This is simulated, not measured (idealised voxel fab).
process module | voxel capacitor over wiring
cross-section cut | 205 nm wide | cells 5 nm
A cross-section is a grid of square cells, given in bands from the top down. A band is one or more rows of cells.
Each band's line starts with the height of the band's top and of its bottom, in nm. Then come its materials from left to right, each with its width in nm. One material with "throughout" fills the band from edge to edge. "air" is empty space.
Height 0 is the level under which the wafer as received is all one material. The lowest band goes on downwards, as in "0 down".
A width such as "30 to 40" changes by the same amount from each row of cells to the next, from the band's top row to its bottom row.
"no change" after a step means that no cell of the cross-section changed.
closed voids: empty space of 8 cells or more with no open way to the top, each as width x height at its distance from the left edge, in nm
after a step's settings: what the simulator itself notes on the step
overlay nm, on a step with a mask: how far to the right of its planned place the mask lay; to the left if negative
plan
1 op RECEIVE | material Si
2 op CONFORMAL_DEP | material SiO2 | thk nm 10
3 op CONFORMAL_DEP | material SiCN | thk nm 5
4 op DIRECTIONAL_DEP | material SiO2 | thk nm 25
5 op MASKED_ETCH | tone open | mask id METAL_1 | width nm 15 | pitch nm 75 | etch materials SiO2 | depth nm 25 | overlay nm 0
6 op MASKED_ETCH | tone open | mask id METAL_1 | width nm 20 | pitch nm 75 | etch materials SiCN | depth nm 5 | overlay nm 0
7 op CONFORMAL_DEP | material TiN | thk nm 5
8 op FILL_DEP | material Cu | thk nm 5
9 op CMP | height nm 40
10 op CONFORMAL_DEP | material SiCN | thk nm 5
11 op DIRECTIONAL_DEP | material lowk | thk nm 20
12 op PATTERN | tone open | mask id PLUG_1 | material resist | width nm 15 | thk nm 20 | overlay nm 0
13 op DIRECTIONAL_ETCH | etch materials lowk | depth nm 20
14 op DIRECTIONAL_ETCH | etch materials SiCN | depth nm 5
15 op STRIP | etch materials resist
16 op EPI | material Ru | thk nm 10
17 op EPI | material Ru | thk nm 10
18 op EPI | material Ru | thk nm 5
19 op DIRECTIONAL_DEP | material TiN | thk nm 10
20 op DIRECTIONAL_DEP | material SiN | thk nm 5
21 op DIRECTIONAL_DEP | material TiN | thk nm 10
22 op PATTERN | tone cover | mask id UPPER_PLATE | material resist | width nm 60 | thk nm 15 | overlay nm 0
23 op DIRECTIONAL_ETCH | etch materials TiN | depth nm 10
24 op DIRECTIONAL_ETCH | etch materials SiN | depth nm 5
25 op STRIP | etch materials resist
26 op DIRECTIONAL_DEP | material aC | thk nm 15
27 op PATTERN | tone cover | mask id LOWER_PLATE | material resist | width nm 70 | thk nm 30 | overlay nm 0
28 op DIRECTIONAL_ETCH | etch materials aC | depth nm 15
29 op STRIP | etch materials resist
30 op DIRECTIONAL_ETCH | etch materials TiN | depth nm 10
31 op STRIP | etch materials aC
32 op FILL_DEP | material SiO2 | thk nm 15
33 op CMP | height nm 100
34 op PATTERN | tone open | mask id PLUG_2 | material resist | width nm 15 | thk nm 15 | overlay nm 0
35 op DIRECTIONAL_ETCH | etch materials SiO2 | depth nm 10
36 op STRIP | etch materials resist
37 op CONFORMAL_DEP | material TiN | thk nm 5
38 op FILL_DEP | material Ru | thk nm 5
39 op CMP | height nm 100
40 op CONFORMAL_DEP | material SiCN | thk nm 5
varied across the wafers: width nm of step 5. The plan shows the first wafer's value. All wafers start alike
first wafer as received, after step 1
  0 down: Si throughout
  closed voids: none
each wafer at the end: cells of each material gained (+) or lost (-) since it was received, then its closed voids
width nm 15 | +10 Cu | +16 Ru | +114 SiCN | +12 SiN | +474 SiO2 | +83 TiN | +152 lowk | closed voids: none
width nm 20 | +20 Cu | +16 Ru | +112 SiCN | +12 SiN | +464 SiO2 | +85 TiN | +152 lowk | closed voids: none
width nm 25 | +28 Cu | +16 Ru | +112 SiCN | +12 SiN | +454 SiO2 | +87 TiN | +152 lowk | closed voids: none
width nm 30 | +36 Cu | +16 Ru | +112 SiCN | +12 SiN | +444 SiO2 | +89 TiN | +152 lowk | closed voids: none
width nm 35 | +44 Cu | +16 Ru | +112 SiCN | +12 SiN | +434 SiO2 | +91 TiN | +152 lowk | closed voids: none
